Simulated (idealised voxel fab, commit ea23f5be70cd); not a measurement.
Presented below is a process module, voxel capacitor over wiring.
For reference, the cross-section in this document is cut, with width 145 nm and square cells of 5 nm.
Cross-section spec: square-cell grid; bands listed top down; each band is one or more rows. The entry gives the band's vertical extent as a top height and a bottom height in nm, then its horizontal make-up as materials from left to right, each with a width in nm. "empty" stands for empty space; a single material marked "throughout" fills the band edge to edge. The level at which height equals 0 is the one under which the wafer, as it arrives, is entirely one material. No lower edge exists for the bottom band, which continues downward and is notated as in "0 and below". Top row gets the first number, bottom row gets the second, and each row in between changes by the same step: that is how a band width like "30..40" works. What does "no alteration" mean for a step? It means no cell of the cross-section changed in that step. "Closed void table" specifies each empty space that is not open to the top and that occupies no fewer than 8 cells, using the form width x height at distance, the distance measured from the left edge and all three quantities in nm. after a step's settings: what the simulator itself notes on the step. overlay nm: how far to the right of its planned place the mask lay on this masked step (negative: to the left).
The following list gives the planned process steps
1: op RECEIVE | material Si
2: op CONFORMAL_DEP | material SiO2 | thk nm 15
3: op CONFORMAL_DEP | material SiCN | thk nm 5
4: op DIRECTIONAL_DEP | material lowk | thk nm 15
5: op PATTERN | tone open | mask id METAL_1 | material resist | width nm 25 | pitch nm 90 | thk nm 15 | overlay nm 0
6: op DIRECTIONAL_ETCH | etch materials lowk | depth nm 15
7: op DIRECTIONAL_ETCH | etch materials SiCN | depth nm 5
8: op STRIP | etch materials resist
9: op CONFORMAL_DEP | material TiN | thk nm 5
10: op FILL_DEP | material Ru | thk nm 5
11: op CMP | height nm 35
12: op EPI | material Ru | thk nm 5
13: op FILL_DEP | material SiCN | thk nm 5
14: op DIRECTIONAL_DEP | material lowk | thk nm 10
15: op MASKED_ETCH | tone open | mask id PLUG_1 | width nm 15 | etch materials lowk | depth nm 10 | overlay nm 0
16: op MASKED_ETCH | tone open | mask id PLUG_1 | width nm 15 | etch materials SiCN | depth nm 5 | overlay nm 0
17: op CONFORMAL_DEP | material TiN | thk nm 5
18: op FILL_DEP | material Ru | thk nm 5
19: op CMP | height nm 55
20: op DIRECTIONAL_DEP | material TiN | thk nm 10
21: op DIRECTIONAL_DEP | material SiN | thk nm 5
22: op DIRECTIONAL_DEP | material TiN | thk nm 5
23: op PATTERN | tone cover | mask id UPPER_PLATE | material resist | width nm 70 | thk nm 20 | overlay nm 0
24: op DIRECTIONAL_ETCH | etch materials TiN | depth nm 5
25: op DIRECTIONAL_ETCH | etch materials SiN | depth nm 5
26: op STRIP | etch materials resist
27: op MASKED_ETCH | tone cover | mask id LOWER_PLATE | width nm 80 | etch materials TiN | depth nm 10 | overlay nm 0
28: op FILL_DEP | material SiO2 | thk nm 15
29: op CMP | height nm 85
30: op PATTERN | tone open | mask id PLUG_2 | material resist | width nm 15 | thk nm 20 | overlay nm 0
31: op DIRECTIONAL_ETCH | etch materials SiO2 | depth nm 10
32: op STRIP | etch materials resist
33: op CONFORMAL_DEP | material TiN | thk nm 5
34: op FILL_DEP | material Ru | thk nm 10
35: op CMP | height nm 85
36: op CONFORMAL_DEP | material SiCN | thk nm 5
Split variable: width nm, step 30. Plan value = first wafer. Wafers start alike.
Received wafers, first of several: cross-section after step 1
* 0 and below: Si throughout
* Closed void table: none
Quick look at the cross-section of the first of several wafers after step 36, which wraps up the module
* 90 down to 85: SiCN throughout
* 85 down to 80: SiO2 35 nm, then TiN 5 nm, then Ru 5 nm, then TiN 5 nm, then SiO2 95 nm
* 80 down to 70: SiO2 35..25 nm, then TiN 15..70 nm, then SiO2 95..50 nm
* 70 down to 65: SiO2 25 nm, then SiN 70 nm, then SiO2 50 nm
* 65 down to 55: SiO2 20 nm, then TiN 80 nm, then SiO2 45 nm
* 55 down to 45: lowk 25 nm, then TiN 5 nm, then Ru 5 nm, then TiN 5 nm, then lowk 105 nm
* 45 down to 40: SiCN 25 nm, then TiN 15 nm, then SiCN 105 nm
* 40 down to 35: SiCN 10 nm, then Ru 35 nm, then SiCN 55 nm, then Ru 35 nm, then SiCN 10 nm
* 35 down to 20: lowk 15 nm, then TiN 5 nm, then Ru 15 nm, then TiN 5 nm, then lowk 65 nm, then TiN 5 nm, then Ru 15 nm, then TiN 5 nm, then lowk 15 nm
* 20 down to 15: SiCN 15 nm, then TiN 25 nm, then SiCN 65 nm, then TiN 25 nm, then SiCN 15 nm
* 15 down to 0: SiO2 throughout
* 0 and below: Si throughout
* Closed void table: none
Here we cross-sectioned the last of the wafers once the module was done
* 90 down to 85: SiCN throughout
* 85 down to 80: SiO2 30 nm, then TiN 5 nm, then Ru 20 nm, then TiN 5 nm, then SiO2 85 nm
* 80 down to 70: SiO2 30..25 nm, then TiN 30..70 nm, then SiO2 85..50 nm
* 70 down to 65: SiO2 25 nm, then SiN 70 nm, then SiO2 50 nm
* 65 down to 55: SiO2 20 nm, then TiN 80 nm, then SiO2 45 nm
* 55 down to 45: lowk 25 nm, then TiN 5 nm, then Ru 5 nm, then TiN 5 nm, then lowk 105 nm
* 45 down to 40: SiCN 25 nm, then TiN 15 nm, then SiCN 105 nm
* 40 down to 35: SiCN 10 nm, then Ru 35 nm, then SiCN 55 nm, then Ru 35 nm, then SiCN 10 nm
* 35 down to 20: lowk 15 nm, then TiN 5 nm, then Ru 15 nm, then TiN 5 nm, then lowk 65 nm, then TiN 5 nm, then Ru 15 nm, then TiN 5 nm, then lowk 15 nm
* 20 down to 15: SiCN 15 nm, then TiN 25 nm, then SiCN 65 nm, then TiN 25 nm, then SiCN 15 nm
* 15 down to 0: SiO2 throughout
* 0 and below: Si throughout
* Closed void table: none
Table: wafers, a row each; end-of-module cell change per material since receipt, gain (+), loss (-); then closed voids
width nm 15; +35 Ru; +89 SiCN; +14 SiN; +195 SiO2; +80 TiN; +109 lowk; Closed void table: none
width nm 20; +36 Ru; +89 SiCN; +14 SiN; +193 SiO2; +81 TiN; +109 lowk; Closed void table: none
width nm 25; +37 Ru; +89 SiCN; +14 SiN; +191 SiO2; +82 TiN; +109 lowk; Closed void table: none
width nm 30; +38 Ru; +89 SiCN; +14 SiN; +189 SiO2; +83 TiN; +109 lowk; Closed void table: none
